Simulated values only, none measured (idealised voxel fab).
process module | voxel air gaps
cross-section cut | 280 nm wide | cells 5 nm
A cross-section is a grid of square cells, given in bands from the top down. A band is one or more rows of cells.
Each band's line starts with the height of the band's top and of its bottom, in nm. Then come its materials from left to right, each with its width in nm. One material with "throughout" fills the band from edge to edge. "air" is empty space.
Height 0 is the level under which the wafer as received is all one material. The lowest band goes on downwards, as in "0 down".
A width such as "30 to 40" changes by the same amount from each row of cells to the next, from the band's top row to its bottom row.
"no change" after a step means that no cell of the cross-section changed.
closed voids: empty space of 8 cells or more with no open way to the top, each as width x height at its distance from the left edge, in nm
after a step's settings: what the simulator itself notes on the step
overlay nm, on a step with a mask: how far to the right of its planned place the mask lay; to the left if negative
plan
1 op RECEIVE | material Si
2 op CONFORMAL_DEP | material SiO2 | thk nm 15
3 op CONFORMAL_DEP | material SiCN | thk nm 5
4 op DIRECTIONAL_DEP | material SiO2 | thk nm 30
5 op DIRECTIONAL_DEP | material aC | thk nm 10
6 op PATTERN | tone open | mask id LINES | material resist | width nm 15 | pitch nm 40 | thk nm 30 | overlay nm 0
7 op DIRECTIONAL_ETCH | etch materials aC | depth nm 10
8 op STRIP | etch materials resist
9 op DIRECTIONAL_ETCH | etch materials SiO2 | depth nm 30
10 op STRIP | etch materials aC
11 op CONFORMAL_DEP | material TiN | thk nm 5
12 op FILL_DEP | material Cu | thk nm 5
13 op CMP | height nm 50
14 op EPI | material Ru | thk nm 10
15 op SELECTIVE_ETCH | etch materials SiO2 | depth nm 40
16 op CONFORMAL_DEP | material SiCN | thk nm 5
varied across the wafers: thk nm of step 3. The plan shows the first wafer's value. All wafers start alike
first wafer as received, after step 1
  0 down: Si throughout
  closed voids: none
first wafer at the end, after step 16
  65 to 60: air 55 | SiCN 165 | air 60
  60 to 50: air 55 | SiCN 5 | Ru 35 | SiCN 5 | Ru 35 | SiCN 5 | Ru 35 | SiCN 5 | Ru 35 | SiCN 5 | air 60
  50 to 45: air 55 | SiCN 15 | TiN 5 | Cu 5 | TiN 5 | SiCN 25 | TiN 5 | Cu 5 | TiN 5 | SiCN 25 | TiN 5 | Cu 5 | TiN 5 | SiCN 25 | TiN 5 | Cu 5 | TiN 5 | SiCN 15 | air 60
  45 to 25: air 65 | SiCN 5 | TiN 5 | Cu 5 | TiN 5 | SiCN 5 | air 15 | SiCN 5 | TiN 5 | Cu 5 | TiN 5 | SiCN 5 | air 15 | SiCN 5 | TiN 5 | Cu 5 | TiN 5 | SiCN 5 | air 15 | SiCN 5 | TiN 5 | Cu 5 | TiN 5 | SiCN 5 | air 70
  25 to 20: SiCN 70 | TiN 15 | SiCN 25 | TiN 15 | SiCN 25 | TiN 15 | SiCN 25 | TiN 15 | SiCN 75
  20 to 15: SiCN throughout
  15 to 0: SiO2 throughout
  0 down: Si throughout
  closed voids: 15 x 20 at 90; 15 x 20 at 130; 15 x 20 at 170
last wafer at the end
  65 to 60: air 55 | SiCN 165 | air 60
  60 to 50: air 55 | SiCN 5 | Ru 35 | SiCN 5 | Ru 35 | SiCN 5 | Ru 35 | SiCN 5 | Ru 35 | SiCN 5 | air 60
  50 to 45: air 55 | SiCN 15 | TiN 5 | Cu 5 | TiN 5 | SiCN 25 | TiN 5 | Cu 5 | TiN 5 | SiCN 25 | TiN 5 | Cu 5 | TiN 5 | SiCN 25 | TiN 5 | Cu 5 | TiN 5 | SiCN 15 | air 60
  45 to 40: air 65 | SiCN 5 | TiN 5 | Cu 5 | TiN 5 | SiCN 5 | air 15 | SiCN 5 | TiN 5 | Cu 5 | TiN 5 | SiCN 5 | air 15 | SiCN 5 | TiN 5 | Cu 5 | TiN 5 | SiCN 5 | air 15 | SiCN 5 | TiN 5 | Cu 5 | TiN 5 | SiCN 5 | air 70
  40 to 35: SiCN 70 | TiN 15 | SiCN 25 | TiN 15 | SiCN 25 | TiN 15 | SiCN 25 | TiN 15 | SiCN 75
  35 to 15: SiCN throughout
  15 to 0: SiO2 throughout
  0 down: Si throughout
  closed voids: none
each wafer at the end: cells of each material gained (+) or lost (-) since it was received, then its closed voids
thk nm 5 | +20 Cu | +56 Ru | +196 SiCN | +168 SiO2 | +52 TiN | closed voids: 15 x 20 at 90; 15 x 20 at 130; 15 x 20 at 170
thk nm 10 | +16 Cu | +56 Ru | +244 SiCN | +168 SiO2 | +44 TiN | closed voids: 15 x 15 at 90; 15 x 15 at 130; 15 x 15 at 170
thk nm 15 | +12 Cu | +56 Ru | +292 SiCN | +168 SiO2 | +36 TiN | closed voids: none
thk nm 20 | +8 Cu | +56 Ru | +340 SiCN | +168 SiO2 | +28 TiN | closed voids: none
